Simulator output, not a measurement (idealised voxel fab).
The following is a process module called voxel quadruple lines.
Cross-section cut spans 170 nm and uses square cells 5 nm in size.
Throughout this document, each cross-section is represented as a grid of square cells and is presented as a sequence of bands enumerated from the top downward, where a band comprises one or more rows of cells. Quick guide to a band line: top height, bottom height (nm) up front; then every material left to right with its width in nm. Only one material and it's marked "full width"? Then it fills the band edge to edge. And "blank" just means empty space. Ref level 0: as-received wafer is one material below here. Bottom band extends down with no lower bound ("z 0 and below"). Per-row width for "30..40": begins at first number (top row of band), ends at second number (bottom row), increment between rows held constant. "nothing different" (step): cross-section cells unchanged, all of them. "Encapsulated voids": empty spaces of 8 cells or more with no open way to the top, each given as width x height at distance, distance from the left edge, all in nm. Heads up: the bit after the settings on a step's line is the simulator's remark on that step. The optional step-line setting "overlay nm" applies to steps with a mask and quantifies how far to the right of its planned location the mask lay, a negative value indicating leftward placement.

The planned process steps are enumerated hereunder:
1 RECEIVE,material Si
2 CONFORMAL_DEP,material SiO2,thk nm 10
3 DIRECTIONAL_DEP,material TiN,thk nm 15
4 DIRECTIONAL_DEP,material polySi,thk nm 20
5 DIRECTIONAL_DEP,material aC,thk nm 25
6 PATTERN,tone cover,mask id MANDREL,material resist,width nm 35,thk nm 35,overlay nm 0
7 DIRECTIONAL_ETCH,etch materials aC,depth nm 25
8 STRIP,etch materials resist
9 CONFORMAL_DEP,material SiO2,thk nm 15
10 DIRECTIONAL_ETCH,etch materials SiO2,depth nm 15
11 STRIP,etch materials aC
12 DIRECTIONAL_ETCH,etch materials polySi,depth nm 20
13 STRIP,etch materials SiO2
14 CONFORMAL_DEP,material SiCN,thk nm 10
15 DIRECTIONAL_ETCH,etch materials SiCN,depth nm 10
16 STRIP,etch materials polySi
17 DIRECTIONAL_ETCH,etch materials TiN,depth nm 5
18 STRIP,etch materials SiCN
19 FILL_DEP,material SiO2,thk nm 10
20 CMP,height nm 25
The plan shows the depth nm of step 17 as the first wafer had it; this setting differs between the wafers, which start out alike.

The as-received cross-section of the first of several wafers corresponds to the state after step 1:
- z 0 and below | Si full width
- Encapsulated voids: none

Depicted here is the first of several wafers in cross-section, at module completion following the last step, step 20:
- z 25 to 20 | SiO2 40 nm, then TiN 10 nm, then SiO2 15 nm, then TiN 10 nm, then SiO2 15 nm, then TiN 10 nm, then SiO2 15 nm, then TiN 10 nm, then SiO2 45 nm
- z 20 to 10 | TiN full width
- z 10 to 0 | SiO2 full width
- z 0 and below | Si full width
- Encapsulated voids: none

Sectional view of the last wafer upon completion of the module:
- z 25 to 10 | SiO2 40 nm, then TiN 10 nm, then SiO2 15 nm, then TiN 10 nm, then SiO2 15 nm, then TiN 10 nm, then SiO2 15 nm, then TiN 10 nm, then SiO2 45 nm
- z 10 to 0 | SiO2 full width
- z 0 and below | Si full width
- Encapsulated voids: none

Take any row and you have a wafer at the end of the module: how many cells of each material it has gained (+) or lost (-) since it was received, and then its closed voids:
depth nm 5 | +94 SiO2 | +76 TiN | Encapsulated voids: none
depth nm 10 | +120 SiO2 | +50 TiN | Encapsulated voids: none
depth nm 15 | +146 SiO2 | +24 TiN | Encapsulated voids: none
depth nm 20 | +146 SiO2 | +24 TiN | Encapsulated voids: none
depth nm 25 | +146 SiO2 | +24 TiN | Encapsulated voids: none
depth nm 30 | +146 SiO2 | +24 TiN | Encapsulated voids: none
